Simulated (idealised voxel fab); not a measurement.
You're looking at the process module voxel fin reveal.
Section shown: cut. Width: 155 nm. Cell size: 5 nm, square.
Bands, listed from the top down, are how a cross-section gets written in this document; the cross-section itself is a grid of square cells, and a band is one or more rows of them.
Top height, bottom height, nm. Materials left to right, width each, nm. Single material + "everywhere" = fills band edge to edge. "blank" = empty.
Heights from 0 (as-received wafer is one material below). Bottom band endless downward, as "0 down".
The width entry "30->40" should be interpreted row by row: the top row of cells in the band takes the first number, the bottom row takes the second number, and the change between adjacent rows is uniform throughout.
"nothing altered" (step): cross-section cells unchanged, all of them.
Voids, sealed: empty space of 8 cells or more with no open way to the top, each as width x height at its distance from the left edge, in nm
It should be noted that, on the line of a given step, the content following the step's settings is a remark produced by the simulator itself with respect to that step.
Steps that use a mask can have "overlay nm" on their line. It says how far the mask sat to the right of where it was meant to be. Negative means to the left.
PROCESS STEPS (PLANNED)
1) RECEIVE with material Si
2) CONFORMAL_DEP with material SiN, thk nm 5
3) DIRECTIONAL_DEP with material aC, thk nm 15
4) PATTERN with tone cover, mask id FINS, material resist, width nm 15, pitch nm 40, thk nm 35, overlay nm -15
5) DIRECTIONAL_ETCH with etch materials aC, depth nm 15
6) STRIP with etch materials resist
7) DIRECTIONAL_ETCH with etch materials SiN, depth nm 5
8) DIRECTIONAL_ETCH with etch materials Si, depth nm 35
9) STRIP with etch materials aC
10) FILL_DEP with material SiO2, thk nm 10
11) CMP with height nm 5
12) SELECTIVE_ETCH with etch materials SiO2, depth nm 15
13) STRIP with etch materials SiN
14) CONFORMAL_DEP with material SiO2, thk nm 5
The overlay nm used in step 4 is not the same on every wafer, whereas the starting condition is; the value printed in the plan is the first wafer's.
AS-RECEIVED STATE AFTER STEP 1, FIRST OF SEVERAL WAFERS, CROSS-SECTION
	0 down  Si everywhere
	Voids, sealed: none
THE CROSS-SECTION OF THE FIRST OF SEVERAL WAFERS IS GIVEN BELOW FOR THE END OF THE MODULE, AFTER ITS FINAL STEP, STEP 14
	5 to 0  blank=30  SiO2=25  blank=15  SiO2=25  blank=60
	0 to -5  blank=30  SiO2=5  Si=15  SiO2=5  blank=15  SiO2=5  Si=15  SiO2=5  blank=60
	-5 to -35  SiO2=35  Si=15  SiO2=25  Si=15  SiO2=65
	-35 down  Si everywhere
	Voids, sealed: none
END OF MODULE, LAST WAFER SECTIONED
	5 to 0  blank=60  SiO2=25  blank=15  SiO2=25  blank=30
	0 to -5  blank=60  SiO2=5  Si=15  SiO2=5  blank=15  SiO2=5  Si=15  SiO2=5  blank=30
	-5 to -35  SiO2=65  Si=15  SiO2=25  Si=15  SiO2=35
	-35 down  Si everywhere
	Voids, sealed: none
ROWS = WAFERS. AT MODULE END, EACH ROW LISTS PER MATERIAL THE CELLS GAINED (+) OR LOST (-) SINCE THE WAFER WAS RECEIVED, THEN THE CLOSED VOIDS
overlay nm -15 | -175 Si | +164 SiO2 | Voids, sealed: none
overlay nm -10 | -175 Si | +164 SiO2 | Voids, sealed: none
overlay nm -5 | -175 Si | +164 SiO2 | Voids, sealed: none
overlay nm 0 | -175 Si | +164 SiO2 | Voids, sealed: none
overlay nm 5 | -175 Si | +164 SiO2 | Voids, sealed: none
overlay nm 10 | -175 Si | +164 SiO2 | Voids, sealed: none
overlay nm 15 | -175 Si | +164 SiO2 | Voids, sealed: none
